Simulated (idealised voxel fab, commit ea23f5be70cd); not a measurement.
You're looking at the process module voxel transistor to metal.
Cross-section cut spans 205 nm and uses square cells 5 nm in size.
Heads up, the way a cross-section reads in here is a grid of square cells, handed over as bands from the top down, with every band being one or more rows of cells.
Within each band entry, the heights of the top and of the bottom of the band appear first, in that order and in nm; the materials of the band then follow from left to right, each with its corresponding width in nm. The designation "edge to edge" on a single material indicates that it fills the band from edge to edge; the designation "empty" indicates empty space.
Note: height 0 marks the level under which the wafer is uniformly one material as received. Lowest band unbounded below, written "z 0 and below".
Per-row width for "30->40": begins at first number (top row of band), ends at second number (bottom row), increment between rows held constant.
No cell of the cross-section changed in a step that is given as "no alterations made".
Voids not open to the top, 8 cells minimum: see "Enclosed void entries". Written width x height at distance; distance is from the left edge; nm.
If you see something after the settings on a step's line, that's the simulator's own remark about that step.
"overlay nm" denotes, for a step that has a mask, the displacement of the mask to the right of its planned place, with negative values corresponding to the left.

Intended process steps
- 1: op RECEIVE | material Si
- 2: op OXIDIZE | depth nm 5
- 3: op CONFORMAL_DEP | material SiN | thk nm 10
- 4: op DIRECTIONAL_DEP | material aC | thk nm 10
- 5: op PATTERN | tone cover | mask id ACTIVE | material resist | width nm 100 | thk nm 25 | overlay nm 0
- 6: op DIRECTIONAL_ETCH | etch materials aC | depth nm 10
- 7: op STRIP | etch materials resist
- 8: op DIRECTIONAL_ETCH | etch materials SiN | depth nm 10
- 9: op DIRECTIONAL_ETCH | etch materials SiO2 | depth nm 5
- 10: op DIRECTIONAL_ETCH | etch materials Si | depth nm 35
- 11: op STRIP | etch materials aC
- 12: op OXIDIZE | depth nm 5
- 13: op FILL_DEP | material SiO2 | thk nm 5
- 14: op CMP | height nm 10
- 15: op SELECTIVE_ETCH | etch materials SiO2 | depth nm 10
- 16: op STRIP | etch materials SiN
- 17: op SELECTIVE_ETCH | etch materials SiO2 | depth nm 5
- 18: op OXIDIZE | depth nm 5
- 19: op DIRECTIONAL_DEP | material polySi | thk nm 20
- 20: op DIRECTIONAL_DEP | material SiCN | thk nm 15
- 21: op PATTERN | tone cover | mask id GATE | material resist | width nm 30 | thk nm 15 | overlay nm 0
- 22: op DIRECTIONAL_ETCH | etch materials SiCN | depth nm 25
- 23: op DIRECTIONAL_ETCH | etch materials polySi | depth nm 30
- 24: op STRIP | etch materials resist
- 25: op CONFORMAL_DEP | material SiN | thk nm 10
- 26: op DIRECTIONAL_ETCH | etch materials SiN | depth nm 10
- 27: op DIRECTIONAL_ETCH | etch materials SiO2 | depth nm 5
- 28: op DIRECTIONAL_ETCH | etch materials Si | depth nm 10
- 29: op EPI | material nSi | thk nm 15
- 30: op FILL_DEP | material SiO2 | thk nm 5
- 31: op CMP | height nm 15
- 32: op STRIP | etch materials polySi
- 33: op SELECTIVE_ETCH | etch materials SiO2 | depth nm 5
- 34: op CONFORMAL_DEP | material HfO2 | thk nm 5
- 35: op CONFORMAL_DEP | material TiN | thk nm 5
- 36: op FILL_DEP | material W | thk nm 5
- 37: op CMP | height nm 10
- 38: op DIRECTIONAL_DEP | material SiO2 | thk nm 10
- 39: op PATTERN | tone open | mask id CONTACT | material resist | width nm 15 | pitch nm 75 | thk nm 20 | overlay nm 0
- 40: op DIRECTIONAL_ETCH | etch materials SiO2 | depth nm 25
- 41: op STRIP | etch materials resist
- 42: op CONFORMAL_DEP | material TiN | thk nm 5
- 43: op FILL_DEP | material Ru | thk nm 10
- 44: op CMP | height nm 20
- 45: op DIRECTIONAL_DEP | material TiN | thk nm 5
- 46: op DIRECTIONAL_DEP | material Ru | thk nm 20
- 47: op DIRECTIONAL_DEP | material aC | thk nm 10
- 48: op PATTERN | tone cover | mask id METAL_1 | material resist | width nm 15 | pitch nm 75 | thk nm 25 | overlay nm 0
- 49: op DIRECTIONAL_ETCH | etch materials aC | depth nm 10
- 50: op STRIP | etch materials resist
- 51: op DIRECTIONAL_ETCH | etch materials Ru | depth nm 20
- 52: op DIRECTIONAL_ETCH | etch materials TiN | depth nm 5
- 53: op STRIP | etch materials aC
- 54: op CONFORMAL_DEP | material SiN | thk nm 5
- 55: op FILL_DEP | material lowk | thk nm 10
- 56: op CMP | height nm 45
- 57: op CONFORMAL_DEP | material SiCN | thk nm 5
- 58: op DIRECTIONAL_DEP | material lowk | thk nm 30
- 59: op PATTERN | tone open | mask id METAL_2 | material resist | width nm 15 | pitch nm 75 | thk nm 20 | overlay nm 0
- 60: op DIRECTIONAL_ETCH | etch materials lowk | depth nm 15
- 61: op STRIP | etch materials resist
- 62: op PATTERN | tone open | mask id METAL_2_HOLES | material resist | width nm 15 | pitch nm 75 | thk nm 20 | overlay nm 0
- 63: op DIRECTIONAL_ETCH | etch materials lowk | depth nm 15
- 64: op DIRECTIONAL_ETCH | etch materials SiCN | depth nm 5
- 65: op STRIP | etch materials resist
- 66: op CONFORMAL_DEP | material TiN | thk nm 5
- 67: op FILL_DEP | material Ru | thk nm 5
- 68: op CMP | height nm 80
- 69: op CONFORMAL_DEP | material SiN | thk nm 5

Wafer at receipt (post step 1), cross-section
    z 0 and below  Si edge to edge
    Enclosed void entries: none

First of two wafers, end-of-module section, run followed plan
    z 85 to 80  SiN edge to edge
    z 80 to 50  lowk (55), TiN (5), Ru (5), TiN (5), lowk (60), TiN (5), Ru (5), TiN (5), lowk (60)
    z 50 to 45  SiCN (55), TiN (15), SiCN (60), TiN (15), SiCN (60)
    z 45 to 25  lowk (50), SiN (5), Ru (15), SiN (5), lowk (50), SiN (5), Ru (15), SiN (5), lowk (55)
    z 25 to 20  SiN (55), TiN (15), SiN (60), TiN (15), SiN (60)
    z 20 to 10  SiO2 (55), TiN (5), Ru (5), TiN (5), SiO2 (60), TiN (5), Ru (5), TiN (5), SiO2 (60)
    z 10 to 5  SiO2 (55), TiN (15), SiO2 (5), SiN (10), HfO2 (5), TiN (5), W (10), TiN (5), HfO2 (5), SiN (10), SiO2 (5), TiN (15), SiO2 (60)
    z 5 to 0  SiO2 (55), TiN (5), nSi (15), SiN (10), HfO2 (5), TiN (5), W (10), TiN (5), HfO2 (5), SiN (10), nSi (15), TiN (5), SiO2 (60)
    z 0 to -5  SiO2 (55), TiN (5), nSi (15), SiN (10), HfO2 (5), TiN (20), HfO2 (5), SiN (10), nSi (15), TiN (5), SiO2 (60)
    z -5 to -10  SiO2 (50), nSi (25), SiO2 (5), HfO2 (40), SiO2 (5), nSi (25), SiO2 (55)
    z -10 to -20  SiO2 (55), nSi (20), Si (50), nSi (20), SiO2 (60)
    z -20 to -45  SiO2 (55), Si (90), SiO2 (60)
    z -45 and below  Si edge to edge
    Enclosed void entries: none

What the second wafer looks like in cross-section once the module is done. Its start and its plan matched the first wafer's exactly; what differed was one mistake in how it was run
    z 85 to 80  SiN edge to edge
    z 80 to 50  lowk edge to edge
    z 50 to 45  SiCN edge to edge
    z 45 to 25  lowk (50), SiN (5), Ru (15), SiN (5), lowk (50), SiN (5), Ru (15), SiN (5), lowk (55)
    z 25 to 20  SiN (55), TiN (15), SiN (60), TiN (15), SiN (60)
    z 20 to 10  SiO2 (55), TiN (5), Ru (5), TiN (5), SiO2 (60), TiN (5), Ru (5), TiN (5), SiO2 (60)
    z 10 to 5  SiO2 (55), TiN (15), SiO2 (5), SiN (10), HfO2 (5), TiN (5), W (10), TiN (5), HfO2 (5), SiN (10), SiO2 (5), TiN (15), SiO2 (60)
    z 5 to 0  SiO2 (55), TiN (5), nSi (15), SiN (10), HfO2 (5), TiN (5), W (10), TiN (5), HfO2 (5), SiN (10), nSi (15), TiN (5), SiO2 (60)
    z 0 to -5  SiO2 (55), TiN (5), nSi (15), SiN (10), HfO2 (5), TiN (20), HfO2 (5), SiN (10), nSi (15), TiN (5), SiO2 (60)
    z -5 to -10  SiO2 (50), nSi (25), SiO2 (5), HfO2 (40), SiO2 (5), nSi (25), SiO2 (55)
    z -10 to -20  SiO2 (55), nSi (20), Si (50), nSi (20), SiO2 (60)
    z -20 to -45  SiO2 (55), Si (90), SiO2 (60)
    z -45 and below  Si edge to edge
    Enclosed void entries: none
Plan not followed: step 58 in the plan was executed twice
Counted in cells at the end, the second wafer holds more or fewer of these materials than the first: Ru -12, SiCN +6, TiN -30, lowk +36
